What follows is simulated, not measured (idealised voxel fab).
The document below concerns the process module designated voxel gate over fins.
Each square cell in cross-section cut measures 5 nm, and the section as a whole is 260 nm wide.
Heads up, the way a cross-section reads in here is a grid of square cells, handed over as bands from the top down, with every band being one or more rows of cells.
Each band's line starts with the height of the band's top and of its bottom, in nm. Then come its materials from left to right, each with its width in nm. One material with "everywhere" fills the band from edge to edge. "blank" is empty space.
Heights are expressed relative to 0, this being the level below which the as-received wafer comprises one material exclusively. The lowest band is unbounded in the downward direction and is denoted as in "0..down".
Quick explanation for "30->40": the width changes in equal steps down the rows of cells, from the first number in the band's top row to the second number in its bottom row.
"remains unaltered" after a step means that no cell of the cross-section changed.
The entry titled "Sealed internal voids" provides the empty spaces that have no open way to the top, restricted to those of 8 cells or more. Each is presented as width x height at distance, the distance being measured from the left edge, with all three in nm.
The remark found on a step's line after its settings is issued by the simulator itself and pertains to that step.
"overlay nm" on a masked step: distance the mask lay right of its planned place, negative for left.
Steps planned for the process:
| 1 | RECEIVE,material Si |
| 2 | CONFORMAL_DEP,material SiN,thk nm 5 |
| 3 | PATTERN,tone cover,mask id FINS,material resist,width nm 15,pitch nm 60,thk nm 20,overlay nm 0 |
| 4 | DIRECTIONAL_ETCH,etch materials SiN,depth nm 5 |
| 5 | DIRECTIONAL_ETCH,etch materials Si,depth nm 40 |
| 6 | STRIP,etch materials resist |
| 7 | OXIDIZE,depth nm 5 |
| 8 | FILL_DEP,material SiO2,thk nm 10 |
| 9 | CMP,height nm 5 |
| 10 | PATTERN,tone open,mask id RAIL,material resist,width nm 15,thk nm 15,overlay nm 0 |
| 11 | DIRECTIONAL_ETCH,etch materials SiO2,depth nm 40 |
| 12 | STRIP,etch materials resist |
| 13 | CONFORMAL_DEP,material TiN,thk nm 5 |
| 14 | FILL_DEP,material Ru,thk nm 5 |
| 15 | CMP,height nm 5 |
| 16 | SELECTIVE_ETCH,etch materials W Ru TiN,depth nm 30 |
| 17 | FILL_DEP,material SiO2,thk nm 5 |
| 18 | CMP,height nm 5 |
| 19 | SELECTIVE_ETCH,etch materials SiO2,depth nm 20 |
| 20 | STRIP,etch materials SiN |
| 21 | CONFORMAL_DEP,material HfO2,thk nm 5 |
| 22 | CONFORMAL_DEP,material TiN,thk nm 5 |
| 23 | CONFORMAL_DEP,material TiAl,thk nm 5 |
| 24 | CONFORMAL_DEP,material TiN,thk nm 5 |
| 25 | FILL_DEP,material W,thk nm 15 |
| 26 | CMP,height nm 30 |
| 27 | CONFORMAL_DEP,material SiCN,thk nm 10 |
Here's what the wafer looked like in cross-section when it arrived - that's after step 1:
* 0..down  Si everywhere
* Sealed internal voids: none
First wafer of two, sectioned at end of module; run went per plan:
* 40..30  SiCN everywhere
* 30..20  W everywhere
* 20..15  45 nm W; 45 nm TiN; 15 nm W; 45 nm TiN; 15 nm W; 45 nm TiN; 50 nm W
* 15..10  45 nm W; 5 nm TiN; 35 nm TiAl; 5 nm TiN; 15 nm W; 5 nm TiN; 35 nm TiAl; 5 nm TiN; 15 nm W; 5 nm TiN; 35 nm TiAl; 5 nm TiN; 50 nm W
* 10..5  45 nm W; 5 nm TiN; 5 nm TiAl; 25 nm TiN; 5 nm TiAl; 5 nm TiN; 15 nm W; 5 nm TiN; 5 nm TiAl; 25 nm TiN; 5 nm TiAl; 5 nm TiN; 15 nm W; 5 nm TiN; 5 nm TiAl; 25 nm TiN; 5 nm TiAl; 5 nm TiN; 50 nm W
* 5..0  50 nm TiN; 5 nm TiAl; 5 nm TiN; 15 nm HfO2; 5 nm TiN; 5 nm TiAl; 25 nm TiN; 5 nm TiAl; 5 nm TiN; 15 nm HfO2; 5 nm TiN; 5 nm TiAl; 25 nm TiN; 5 nm TiAl; 5 nm TiN; 15 nm HfO2; 5 nm TiN; 5 nm TiAl; 55 nm TiN
* 0..-5  55 nm TiAl; 5 nm TiN; 5 nm HfO2; 5 nm Si; 5 nm HfO2; 5 nm TiN; 35 nm TiAl; 5 nm TiN; 5 nm HfO2; 5 nm Si; 5 nm HfO2; 5 nm TiN; 35 nm TiAl; 5 nm TiN; 5 nm HfO2; 5 nm Si; 5 nm HfO2; 5 nm TiN; 60 nm TiAl
* -5..-10  60 nm TiN; 5 nm HfO2; 5 nm Si; 5 nm HfO2; 45 nm TiN; 5 nm HfO2; 5 nm Si; 5 nm HfO2; 45 nm TiN; 5 nm HfO2; 5 nm Si; 5 nm HfO2; 65 nm TiN
* -10..-15  65 nm HfO2; 5 nm Si; 55 nm HfO2; 5 nm Si; 55 nm HfO2; 5 nm Si; 70 nm HfO2
* -15..-25  65 nm SiO2; 5 nm Si; 55 nm SiO2; 5 nm Si; 55 nm SiO2; 5 nm Si; 70 nm SiO2
* -25..-30  65 nm SiO2; 5 nm Si; 20 nm SiO2; 5 nm TiN; 5 nm Ru; 5 nm TiN; 20 nm SiO2; 5 nm Si; 55 nm SiO2; 5 nm Si; 70 nm SiO2
* -30..-35  65 nm SiO2; 5 nm Si; 20 nm SiO2; 15 nm TiN; 20 nm SiO2; 5 nm Si; 55 nm SiO2; 5 nm Si; 70 nm SiO2
* -35..-45  65 nm SiO2; 5 nm Si; 55 nm SiO2; 5 nm Si; 55 nm SiO2; 5 nm Si; 70 nm SiO2
* -45..down  Si everywhere
* Sealed internal voids: none
Presented here is a cross-section of the second of the two wafers as it stood at the end of the module. It was started in the same manner and assigned the same plan as the first wafer; however, one mistake was made in its execution:
* 40..30  SiCN everywhere
* 30..15  W everywhere
* 15..5  50 nm W; 35 nm TiN; 25 nm W; 35 nm TiN; 25 nm W; 35 nm TiN; 55 nm W
* 5..0  50 nm W; 10 nm TiN; 15 nm HfO2; 10 nm TiN; 25 nm W; 10 nm TiN; 15 nm HfO2; 10 nm TiN; 25 nm W; 10 nm TiN; 15 nm HfO2; 10 nm TiN; 55 nm W
* 0..-10  60 nm TiN; 5 nm HfO2; 5 nm Si; 5 nm HfO2; 45 nm TiN; 5 nm HfO2; 5 nm Si; 5 nm HfO2; 45 nm TiN; 5 nm HfO2; 5 nm Si; 5 nm HfO2; 65 nm TiN
* -10..-15  65 nm HfO2; 5 nm Si; 55 nm HfO2; 5 nm Si; 55 nm HfO2; 5 nm Si; 70 nm HfO2
* -15..-25  65 nm SiO2; 5 nm Si; 55 nm SiO2; 5 nm Si; 55 nm SiO2; 5 nm Si; 70 nm SiO2
* -25..-30  65 nm SiO2; 5 nm Si; 20 nm SiO2; 5 nm TiN; 5 nm Ru; 5 nm TiN; 20 nm SiO2; 5 nm Si; 55 nm SiO2; 5 nm Si; 70 nm SiO2
* -30..-35  65 nm SiO2; 5 nm Si; 20 nm SiO2; 15 nm TiN; 20 nm SiO2; 5 nm Si; 55 nm SiO2; 5 nm Si; 70 nm SiO2
* -35..-45  65 nm SiO2; 5 nm Si; 55 nm SiO2; 5 nm Si; 55 nm SiO2; 5 nm Si; 70 nm SiO2
* -45..down  Si everywhere
* Sealed internal voids: none
Processing error: yeah, step 23 of the plan got skipped, never ran
Bottom line after processing is that, in cells, the second wafer is up or down on some materials versus the first: -70 TiAl, +70 W
